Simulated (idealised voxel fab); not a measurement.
process module | voxel transistor to metal
cross-section cut | 300 nm wide | cells 5 nm
A cross-section is a grid of square cells, given in bands from the top down. A band is one or more rows of cells.
Each band's line starts with the height of the band's top and of its bottom, in nm. Then come its materials from left to right, each with its width in nm. One material with "throughout" fills the band from edge to edge. "air" is empty space.
Height 0 is the level under which the wafer as received is all one material. The lowest band goes on downwards, as in "0 down".
A width such as "30 to 40" changes by the same amount from each row of cells to the next, from the band's top row to its bottom row.
"no change" after a step means that no cell of the cross-section changed.
closed voids: empty space of 8 cells or more with no open way to the top, each as width x height at its distance from the left edge, in nm
after a step's settings: what the simulator itself notes on the step
overlay nm, on a step with a mask: how far to the right of its planned place the mask lay; to the left if negative
plan
1 op RECEIVE | material Si
2 op CONFORMAL_DEP | material SiO2 | thk nm 5
3 op CONFORMAL_DEP | material SiN | thk nm 10
4 op DIRECTIONAL_DEP | material aC | thk nm 15
5 op PATTERN | tone cover | mask id ACTIVE | material resist | width nm 120 | pitch nm 140 | thk nm 30 | overlay nm 0
6 op DIRECTIONAL_ETCH | etch materials aC | depth nm 15
7 op STRIP | etch materials resist
8 op DIRECTIONAL_ETCH | etch materials SiN | depth nm 10
9 op DIRECTIONAL_ETCH | etch materials SiO2 | depth nm 5
10 op DIRECTIONAL_ETCH | etch materials Si | depth nm 20
11 op STRIP | etch materials aC
12 op OXIDIZE | depth nm 5
13 op FILL_DEP | material SiO2 | thk nm 10
14 op CMP | height nm 15
15 op SELECTIVE_ETCH | etch materials SiO2 | depth nm 10
16 op STRIP | etch materials SiN
17 op SELECTIVE_ETCH | etch materials SiO2 | depth nm 5
18 op OXIDIZE | depth nm 5
19 op DIRECTIONAL_DEP | material polySi | thk nm 25
20 op DIRECTIONAL_DEP | material SiCN | thk nm 15
21 op PATTERN | tone cover | mask id GATE | material resist | width nm 20 | pitch nm 140 | thk nm 15 | overlay nm 0
22 op DIRECTIONAL_ETCH | etch materials SiCN | depth nm 25
23 op DIRECTIONAL_ETCH | etch materials polySi | depth nm 35
24 op STRIP | etch materials resist
25 op CONFORMAL_DEP | material SiN | thk nm 5
26 op DIRECTIONAL_ETCH | etch materials SiN | depth nm 5
27 op DIRECTIONAL_ETCH | etch materials SiO2 | depth nm 5
28 op DIRECTIONAL_ETCH | etch materials Si | depth nm 5
29 op EPI | material nSi | thk nm 10
30 op FILL_DEP | material SiO2 | thk nm 10
31 op CMP | height nm 25
32 op STRIP | etch materials polySi
33 op SELECTIVE_ETCH | etch materials SiO2 | depth nm 5
34 op CONFORMAL_DEP | material HfO2 | thk nm 5
35 op CONFORMAL_DEP | material TiN | thk nm 5
36 op FILL_DEP | material W | thk nm 10
37 op CMP | height nm 20
38 op DIRECTIONAL_DEP | material SiO2 | thk nm 10
39 op DIRECTIONAL_DEP | material aC | thk nm 10
40 op PATTERN | tone open | mask id CONTACT | material resist | width nm 20 | thk nm 30 | overlay nm 0
41 op DIRECTIONAL_ETCH | etch materials aC | depth nm 10
42 op STRIP | etch materials resist
43 op DIRECTIONAL_ETCH | etch materials SiO2 | depth nm 30
44 op STRIP | etch materials aC
45 op CONFORMAL_DEP | material TiN | thk nm 5
46 op FILL_DEP | material W | thk nm 10
47 op CMP | height nm 30
48 op CONFORMAL_DEP | material SiN | thk nm 5
49 op DIRECTIONAL_DEP | material SiO2 | thk nm 15
50 op PATTERN | tone open | mask id METAL_1 | material resist | width nm 20 | thk nm 15 | overlay nm 0
51 op DIRECTIONAL_ETCH | etch materials SiO2 | depth nm 15
52 op DIRECTIONAL_ETCH | etch materials SiN | depth nm 5
53 op STRIP | etch materials resist
54 op CONFORMAL_DEP | material TiN | thk nm 5
55 op FILL_DEP | material Ru | thk nm 5
56 op CMP | height nm 50
57 op EPI | material Ru | thk nm 5
58 op FILL_DEP | material SiCN | thk nm 5
59 op DIRECTIONAL_DEP | material SiO2 | thk nm 30
60 op DIRECTIONAL_DEP | material aC | thk nm 10
61 op PATTERN | tone open | mask id METAL_2 | material resist | width nm 20 | pitch nm 140 | thk nm 30 | overlay nm 0
62 op DIRECTIONAL_ETCH | etch materials aC | depth nm 10
63 op STRIP | etch materials resist
64 op DIRECTIONAL_ETCH | etch materials SiO2 | depth nm 15
65 op STRIP | etch materials aC
66 op MASKED_ETCH | tone open | mask id METAL_2_HOLES | width nm 15 | pitch nm 140 | etch materials SiO2 | depth nm 15 | overlay nm 0
67 op MASKED_ETCH | tone open | mask id METAL_2_HOLES | width nm 15 | pitch nm 140 | etch materials SiCN | depth nm 5 | overlay nm 0
68 op CONFORMAL_DEP | material TiN | thk nm 5
69 op FILL_DEP | material Cu | thk nm 5
70 op CMP | height nm 90
71 op CONFORMAL_DEP | material SiN | thk nm 5
varied across the wafers: width nm of step 21. The plan shows the first wafer's value. All wafers start alike
first wafer as received, after step 1
  0 down: Si throughout
  closed voids: none
each wafer at the end: cells of each material gained (+) or lost (-) since it was received, then its closed voids
width nm 20 | +16 Cu | +28 HfO2 | +48 Ru | -156 Si | +90 SiCN | +120 SiN | +734 SiO2 | +144 TiN | +40 W | +76 nSi | closed voids: none
width nm 25 | +16 Cu | +30 HfO2 | +48 Ru | -154 Si | +90 SiCN | +120 SiN | +726 SiO2 | +146 TiN | +46 W | +72 nSi | closed voids: none
width nm 30 | +16 Cu | +32 HfO2 | +48 Ru | -152 Si | +90 SiCN | +120 SiN | +718 SiO2 | +148 TiN | +52 W | +68 nSi | closed voids: none
width nm 35 | +16 Cu | +34 HfO2 | +48 Ru | -150 Si | +90 SiCN | +120 SiN | +712 SiO2 | +150 TiN | +56 W | +64 nSi | closed voids: none
width nm 40 | +16 Cu | +36 HfO2 | +48 Ru | -148 Si | +90 SiCN | +120 SiN | +706 SiO2 | +152 TiN | +60 W | +60 nSi | closed voids: none
width nm 45 | +16 Cu | +38 HfO2 | +48 Ru | -146 Si | +90 SiCN | +120 SiN | +700 SiO2 | +154 TiN | +64 W | +56 nSi | closed voids: none
